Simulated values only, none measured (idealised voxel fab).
process module | voxel capacitor over wiring
cross-section cut | 220 nm wide | cells 5 nm
A cross-section is a grid of square cells, given in bands from the top down. A band is one or more rows of cells.
Each band's line starts with the height of the band's top and of its bottom, in nm. Then come its materials from left to right, each with its width in nm. One material with "throughout" fills the band from edge to edge. "air" is empty space.
Height 0 is the level under which the wafer as received is all one material. The lowest band goes on downwards, as in "0 down".
A width such as "30 to 40" changes by the same amount from each row of cells to the next, from the band's top row to its bottom row.
"no change" after a step means that no cell of the cross-section changed.
closed voids: empty space of 8 cells or more with no open way to the top, each as width x height at its distance from the left edge, in nm
after a step's settings: what the simulator itself notes on the step
overlay nm, on a step with a mask: how far to the right of its planned place the mask lay; to the left if negative
plan
1 op RECEIVE | material Si
2 op CONFORMAL_DEP | material SiO2 | thk nm 10
3 op CONFORMAL_DEP | material SiCN | thk nm 5
4 op DIRECTIONAL_DEP | material lowk | thk nm 15
5 op PATTERN | tone open | mask id METAL_1 | material resist | width nm 30 | pitch nm 85 | thk nm 15 | overlay nm 0
6 op DIRECTIONAL_ETCH | etch materials lowk | depth nm 15
7 op DIRECTIONAL_ETCH | etch materials SiCN | depth nm 5
8 op STRIP | etch materials resist
9 op CONFORMAL_DEP | material TiN | thk nm 5
10 op FILL_DEP | material W | thk nm 10
11 op CMP | height nm 30
12 op CONFORMAL_DEP | material SiCN | thk nm 5
13 op DIRECTIONAL_DEP | material lowk | thk nm 10
14 op DIRECTIONAL_DEP | material aC | thk nm 15
15 op PATTERN | tone open | mask id PLUG_1 | material resist | width nm 15 | thk nm 30 | overlay nm 0
16 op DIRECTIONAL_ETCH | etch materials aC | depth nm 15
17 op STRIP | etch materials resist
18 op DIRECTIONAL_ETCH | etch materials lowk | depth nm 10
19 op DIRECTIONAL_ETCH | etch materials SiCN | depth nm 5
20 op STRIP | etch materials aC
21 op EPI | material Ru | thk nm 10
22 op EPI | material Ru | thk nm 5
23 op DIRECTIONAL_DEP | material TiN | thk nm 5
24 op DIRECTIONAL_DEP | material Al2O3 | thk nm 5
25 op DIRECTIONAL_DEP | material TiN | thk nm 5
26 op PATTERN | tone cover | mask id UPPER_PLATE | material resist | width nm 60 | thk nm 20 | overlay nm 0
27 op DIRECTIONAL_ETCH | etch materials TiN | depth nm 5
28 op DIRECTIONAL_ETCH | etch materials Al2O3 | depth nm 5
29 op STRIP | etch materials resist
30 op DIRECTIONAL_DEP | material aC | thk nm 15
31 op PATTERN | tone cover | mask id LOWER_PLATE | material resist | width nm 70 | thk nm 30 | overlay nm 0
32 op DIRECTIONAL_ETCH | etch materials aC | depth nm 15
33 op STRIP | etch materials resist
34 op DIRECTIONAL_ETCH | etch materials TiN | depth nm 5
35 op STRIP | etch materials aC
36 op FILL_DEP | material SiO2 | thk nm 20
37 op CMP | height nm 75
38 op PATTERN | tone open | mask id PLUG_2 | material resist | width nm 15 | thk nm 15 | overlay nm 0
39 op DIRECTIONAL_ETCH | etch materials SiO2 | depth nm 15
40 op STRIP | etch materials resist
41 op CONFORMAL_DEP | material TiN | thk nm 5
42 op FILL_DEP | material Cu | thk nm 10
43 op CMP | height nm 75
44 op CONFORMAL_DEP | material SiN | thk nm 5
as received, after step 1
  0 down: Si throughout
  closed voids: none
a wafer at the end: this start, this plan, one mistake
  80 to 75: TiN throughout
  75 to 65: SiO2 75 | TiN 5 | Cu 5 | TiN 5 | SiO2 130
  65 to 55: SiO2 75 to 65 | TiN 15 to 60 | SiO2 130 to 95
  55 to 50: SiO2 65 | Al2O3 60 | SiO2 95
  50 to 45: SiO2 60 | TiN 70 | SiO2 90
  45 to 35: lowk 65 | Ru 15 | lowk 140
  35 to 30: SiCN 65 | Ru 15 | SiCN 140
  30 to 15: lowk 50 | TiN 5 | W 20 | TiN 5 | lowk 55 | TiN 5 | W 20 | TiN 5 | lowk 55
  15 to 10: SiCN 50 | TiN 30 | SiCN 55 | TiN 30 | SiCN 55
  10 to 0: SiO2 throughout
  0 down: Si throughout
  closed voids: none
what went wrong: step 44 ran as: op CONFORMAL_DEP | material TiN | thk nm 5
